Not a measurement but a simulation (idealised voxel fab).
Process module under the name voxel wiring stack
The cross-section on display is named cut; it measures 250 nm wide, and its cells are 5 nm squares.
Just so we're on the same page, the cross-sections are grids of square cells, and they're listed out in bands top to bottom, each band one or more rows deep.
Top height, bottom height, nm. Materials left to right, width each, nm. Single material + "everywhere" = fills band edge to edge. "blank" = empty.
Heights are reckoned from 0. Under this level, the received wafer is all of one material. The bottommost band is open-ended downward, for example "0 and below".
Note: "30 to 40" means the width goes from the first number (top row of the band) to the second number (bottom row) in equal steps per row of cells.
Basically "no alteration" means that step didn't change any cell in the cross-section.
You'll see "Closed cavities" listing empty spaces that have no way open to the top, as long as they're 8 cells or more; the notation is width x height at distance, where the distance is from the left edge, and all of it is in nm.
Whatever follows a step's settings on its line is a remark the simulator itself makes about that step.
"overlay nm", when on a step's line for a step with a mask, measures how far to the right of its planned place the mask lay; a negative measure means to the left.
**The planned process steps are enumerated hereunder**
1: RECEIVE: material Si
2: CONFORMAL_DEP: material SiO2, thk nm 15
3: CONFORMAL_DEP: material SiN, thk nm 5
4: DIRECTIONAL_DEP: material lowk, thk nm 25
5: DIRECTIONAL_DEP: material aC, thk nm 10
6: PATTERN: tone open, mask id METAL_1, material resist, width nm 25, pitch nm 45, thk nm 25, overlay nm 0
7: DIRECTIONAL_ETCH: etch materials aC, depth nm 10
8: STRIP: etch materials resist
9: DIRECTIONAL_ETCH: etch materials lowk, depth nm 25
10: DIRECTIONAL_ETCH: etch materials SiN, depth nm 5
11: STRIP: etch materials aC
12: CONFORMAL_DEP: material TiN, thk nm 5
13: FILL_DEP: material W, thk nm 10
14: CMP: height nm 45
15: CONFORMAL_DEP: material SiCN, thk nm 5
16: DIRECTIONAL_DEP: material lowk, thk nm 20
17: MASKED_ETCH: tone open, mask id PLUG_1, width nm 15, pitch nm 90, etch materials lowk, depth nm 20, overlay nm 0
18: MASKED_ETCH: tone open, mask id PLUG_1, width nm 15, pitch nm 90, etch materials SiCN, depth nm 5, overlay nm 0
19: EPI: material Ru, thk nm 10
20: EPI: material Ru, thk nm 10
21: EPI: material Ru, thk nm 5
22: CONFORMAL_DEP: material SiN, thk nm 5
23: DIRECTIONAL_DEP: material lowk, thk nm 25
24: MASKED_ETCH: tone open, mask id METAL_2, width nm 25, pitch nm 45, etch materials lowk, depth nm 25, overlay nm 0
25: MASKED_ETCH: tone open, mask id METAL_2, width nm 25, pitch nm 45, etch materials SiN, depth nm 5, overlay nm 0
26: CONFORMAL_DEP: material TiN, thk nm 5
27: FILL_DEP: material Ru, thk nm 10
28: CMP: height nm 100
29: CONFORMAL_DEP: material SiCN, thk nm 5
30: DIRECTIONAL_DEP: material lowk, thk nm 10
31: PATTERN: tone open, mask id PLUG_2, material resist, width nm 15, pitch nm 45, thk nm 20, overlay nm 0
32: DIRECTIONAL_ETCH: etch materials lowk, depth nm 10
33: DIRECTIONAL_ETCH: etch materials SiCN, depth nm 5
34: STRIP: etch materials resist
35: CONFORMAL_DEP: material TiN, thk nm 5
36: FILL_DEP: material W, thk nm 10
37: CMP: height nm 115
38: DIRECTIONAL_DEP: material TiN, thk nm 5
39: DIRECTIONAL_DEP: material W, thk nm 15
40: DIRECTIONAL_DEP: material aC, thk nm 10
41: PATTERN: tone cover, mask id METAL_3, material resist, width nm 25, pitch nm 45, thk nm 30, overlay nm 0
42: DIRECTIONAL_ETCH: etch materials aC, depth nm 10
43: STRIP: etch materials resist
44: DIRECTIONAL_ETCH: etch materials W, depth nm 15
45: DIRECTIONAL_ETCH: etch materials TiN, depth nm 5
46: STRIP: etch materials aC
47: FILL_DEP: material lowk, thk nm 10
48: CMP: height nm 135
49: CONFORMAL_DEP: material SiN, thk nm 5
**Wafer as received: cross-section following step 1**
    0 and below | Si everywhere
    Closed cavities: none
**The module was run from the start shown above using the plan shown above, but one mistake was made doing it; the resulting wafer cross-section is below**
    140 down to 135 | SiN everywhere
    135 down to 120 | lowk=45; W=25; lowk=20; W=25; lowk=20; W=25; lowk=20; W=25; lowk=45
    120 down to 115 | lowk=45; TiN=25; lowk=20; TiN=25; lowk=20; TiN=25; lowk=20; TiN=25; lowk=45
    115 down to 105 | lowk=45; TiN=5; W=5; TiN=5; lowk=30; TiN=5; W=5; TiN=5; lowk=30; TiN=5; W=5; TiN=5; lowk=30; TiN=5; W=5; TiN=5; lowk=55
    105 down to 100 | SiCN=45; TiN=15; SiCN=30; TiN=15; SiCN=30; TiN=15; SiCN=30; TiN=15; SiCN=55
    100 down to 75 | lowk=45; TiN=5; Ru=15; TiN=5; lowk=20; TiN=5; Ru=15; TiN=5; lowk=20; TiN=5; Ru=15; TiN=5; lowk=20; TiN=5; Ru=15; TiN=5; lowk=45
    75 down to 70 | SiN=45; TiN=25; SiN=20; TiN=25; SiN=20; TiN=25; SiN=20; TiN=25; SiN=45
    70 down to 50 | lowk=45; Ru=20; lowk=70; Ru=20; lowk=95
    50 down to 45 | SiCN=45; Ru=15; SiCN=75; Ru=15; SiCN=100
    45 down to 20 | lowk=45; TiN=5; W=15; TiN=5; lowk=20; TiN=5; W=15; TiN=5; lowk=20; TiN=5; W=15; TiN=5; lowk=20; TiN=5; W=15; TiN=5; lowk=45
    20 down to 15 | SiN=45; TiN=25; SiN=20; TiN=25; SiN=20; TiN=25; SiN=20; TiN=25; SiN=45
    15 down to 0 | SiO2 everywhere
    0 and below | Si everywhere
    Closed cavities: none
Short version of what went wrong: step 17 was run on a setting that differed from the plan, and what really ran there is MASKED_ETCH: tone open, mask id PLUG_1, width nm 20, pitch nm 90, etch materials lowk, depth nm 20, overlay nm 0
